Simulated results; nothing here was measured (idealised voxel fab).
Proc. module: voxel tone inversion
Shown is cross-section cut, with a width of 200 nm and square cells of size 5 nm.
Each cross-section below is a grid of square cells, stated as bands in top-down order, with one or more rows of cells making up each band.
The band entry comprises the height of the band's top followed by the height of its bottom, expressed in nm, and subsequently the band's materials from left to right, each stated together with its width in nm. Where a single material is marked with the word "full width", that material fills the band from edge to edge. The word "empty" represents empty space.
We count height from 0. Below that, the starting wafer is all one material. The lowest band never ends at the bottom but goes on down; see "0 down" for how that is written.
Width: "30->40" (first number = top row, second number = bottom row, same change from row to row of cells).
For the purposes of this document, the phrase "nothing different" attached to a step denotes that no cell within the cross-section was modified by that step.
The entry titled "Trapped cavities" provides the empty spaces that have no open way to the top, restricted to those of 8 cells or more. Each is presented as width x height at distance, the distance being measured from the left edge, with all three in nm.
Whatever follows a step's settings on its line is a remark the simulator itself makes about that step.
"overlay nm" answers the question of how far to the right of plan the mask lay on a step that has a mask, and when it is negative the answer is to the left.

The steps planned for the process are as follows:
1,RECEIVE,material Si
2,CONFORMAL_DEP,material SiCN,thk nm 10
3,DIRECTIONAL_DEP,material polySi,thk nm 15
4,PATTERN,tone cover,mask id POSTS,material resist,width nm 25,pitch nm 55,thk nm 25,overlay nm 0
5,DIRECTIONAL_ETCH,etch materials polySi,depth nm 15
6,STRIP,etch materials resist
7,FILL_DEP,material lowk,thk nm 5
8,CMP,height nm 25
9,STRIP,etch materials polySi
10,CONFORMAL_DEP,material TiN,thk nm 5
11,FILL_DEP,material Ru,thk nm 10
12,CMP,height nm 25
13,CONFORMAL_DEP,material SiN,thk nm 5

Incoming wafer in cross-section (state: after step 1):
* 0 down: Si full width
* Trapped cavities: none

Cross-sectional image of the first of two wafers at the end of the module, the run having proceeded as planned:
* 30 to 25: SiN full width
* 25 to 15: 30 nm lowk; 5 nm TiN; 15 nm Ru; 5 nm TiN; 30 nm lowk; 5 nm TiN; 15 nm Ru; 5 nm TiN; 30 nm lowk; 5 nm TiN; 15 nm Ru; 5 nm TiN; 35 nm lowk
* 15 to 10: 30 nm lowk; 25 nm TiN; 30 nm lowk; 25 nm TiN; 30 nm lowk; 25 nm TiN; 35 nm lowk
* 10 to 0: SiCN full width
* 0 down: Si full width
* Trapped cavities: none

Wafer two, sectioned after the module: the first wafer's start, the first wafer's plan, and one mistake in how it was run:
* 45 to 40: SiN full width
* 40 to 30: Ru full width
* 30 to 25: 35 nm TiN; 15 nm Ru; 40 nm TiN; 15 nm Ru; 40 nm TiN; 15 nm Ru; 40 nm TiN
* 25 to 15: 30 nm lowk; 5 nm TiN; 15 nm Ru; 5 nm TiN; 30 nm lowk; 5 nm TiN; 15 nm Ru; 5 nm TiN; 30 nm lowk; 5 nm TiN; 15 nm Ru; 5 nm TiN; 35 nm lowk
* 15 to 10: 30 nm lowk; 25 nm TiN; 30 nm lowk; 25 nm TiN; 30 nm lowk; 25 nm TiN; 35 nm lowk
* 10 to 0: SiCN full width
* 0 down: Si full width
* Trapped cavities: none
Processing error: with respect to the plan, step 12 was omitted and not executed
Counted in cells at the end, the second wafer holds more or fewer of these materials than the first: Ru: 89 more | TiN: 31 more
